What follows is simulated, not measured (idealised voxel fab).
The document below concerns the process module designated voxel local oxidation.
The figure presents cross-section cut, which has a width of 230 nm and is divided into square cells with an edge length of 5 nm.
Cross-section = grid of square cells, listed top down in bands; band = one or more rows.
The band entry comprises the height of the band's top followed by the height of its bottom, expressed in nm, and subsequently the band's materials from left to right, each stated together with its width in nm. Where a single material is marked with the word "everywhere", that material fills the band from edge to edge. The word "empty" represents empty space.
Beneath 0, the wafer as received is one material, and that level is where height counting begins. The lowest band goes on downward without a bottom; it is written like "0 and below".
When a width is written as two numbers, as in "30->40", the first number is the width in the top row of cells of the band and the second is the width in its bottom row, and the width changes by the same amount from each row to the next.
For the purposes of this document, the phrase "everything unchanged" attached to a step denotes that no cell within the cross-section was modified by that step.
In "Trapped voids" the enclosed voids are listed, meaning empty spaces of 8 cells or larger without any opening to the top. The form is width x height at distance, distance from the left edge, units nm.
Where a step's line continues beyond its settings, the continuation is a remark by the simulator itself on that step.
Regarding "overlay nm": on a step with a mask, it is the distance the mask lay to the right of its planned place; a negative value places it to the left.

These are the steps we planned for the process:
step 1: RECEIVE: material Si
step 2: CONFORMAL_DEP: material SiO2, thk nm 5
step 3: CONFORMAL_DEP: material SiN, thk nm 10
step 4: PATTERN: tone cover, mask id ACTIVE, material resist, width nm 110, thk nm 20, overlay nm 0
step 5: DIRECTIONAL_ETCH: etch materials SiN, depth nm 10
step 6: STRIP: etch materials resist
step 7: SELECTIVE_ETCH: etch materials SiO2, depth nm 5
step 8: OXIDIZE: depth nm 10
step 9: STRIP: etch materials SiN

First wafer of two (run as planned):

Cross-sectional view of the wafer in its as-received condition, corresponding to the state after step 1:
- 0 and below  Si everywhere
- Trapped voids: none

The wafer, seen in cross-section, after step 2:
- 5 down to 0  SiO2 everywhere
- Heights below 0 show no change.

The wafer, seen in cross-section, after step 3:
- 15 down to 5  SiN everywhere
- Heights below 5 show no change.

The wafer, seen in cross-section, after step 4:
- 35 down to 15  empty 60 nm / resist 110 nm / empty 60 nm
- Heights below 15 show no change.

The wafer, seen in cross-section, after step 5:
- 35 down to 15  empty 60 nm / resist 110 nm / empty 60 nm
- 15 down to 5  empty 60 nm / SiN 110 nm / empty 60 nm
- Heights below 5 show no change.

The wafer, seen in cross-section, after step 6:
- 15 down to 5  empty 60 nm / SiN 110 nm / empty 60 nm
- Heights below 5 show no change.

The wafer, seen in cross-section, after step 7:
- 15 down to 5  empty 60 nm / SiN 110 nm / empty 60 nm
- 5 down to 0  empty 65 nm / SiO2 100 nm / empty 65 nm
- Heights below 0 show no change.

The wafer, seen in cross-section, after step 8:
- 15 down to 5  empty 60 nm / SiN 110 nm / empty 60 nm
- 5 down to 0  empty 65 nm / SiO2 100 nm / empty 65 nm
- 0 down to -10  SiO2 75 nm / Si 80 nm / SiO2 75 nm
- Heights below -10 show no change.

The wafer, seen in cross-section, after step 9:
- 5 down to 0  empty 65 nm / SiO2 100 nm / empty 65 nm
- Heights below 0 show no change.

For the second wafer, take the first wafer's start and plan, then add one mistake made in running it; everything through step 5, that step included, is shared with the first:

Cross-section: second wafer, time at which step 6 was scheduled to end:
- 15 down to 5  empty 60 nm / SiN 110 nm / empty 60 nm
- Heights below 5 show no change.

Cross-section: second wafer, time at which step 7 was scheduled to end:
- 15 down to 5  empty 60 nm / SiN 110 nm / empty 60 nm
- 5 down to 0  empty 65 nm / SiO2 100 nm / empty 65 nm
- Heights below 0 show no change.

Cross-section: second wafer, time at which step 8 was scheduled to end:
- 15 down to 5  empty 60 nm / SiN 110 nm / empty 60 nm
- 5 down to 0  empty 65 nm / SiO2 100 nm / empty 65 nm
- 0 down to -10  SiO2 75 nm / Si 80 nm / SiO2 75 nm
- Heights below -10 show no change.

Cross-section: second wafer, time at which step 9 was scheduled to end:
- 5 down to 0  empty 65 nm / SiO2 100 nm / empty 65 nm
- Heights below 0 show no change.
Diagnosis: step 6 of the plan saw execution twice
If you compare the two wafers at the end, their cross-sections are the same, so as far as this model is concerned the mistake changes nothing.
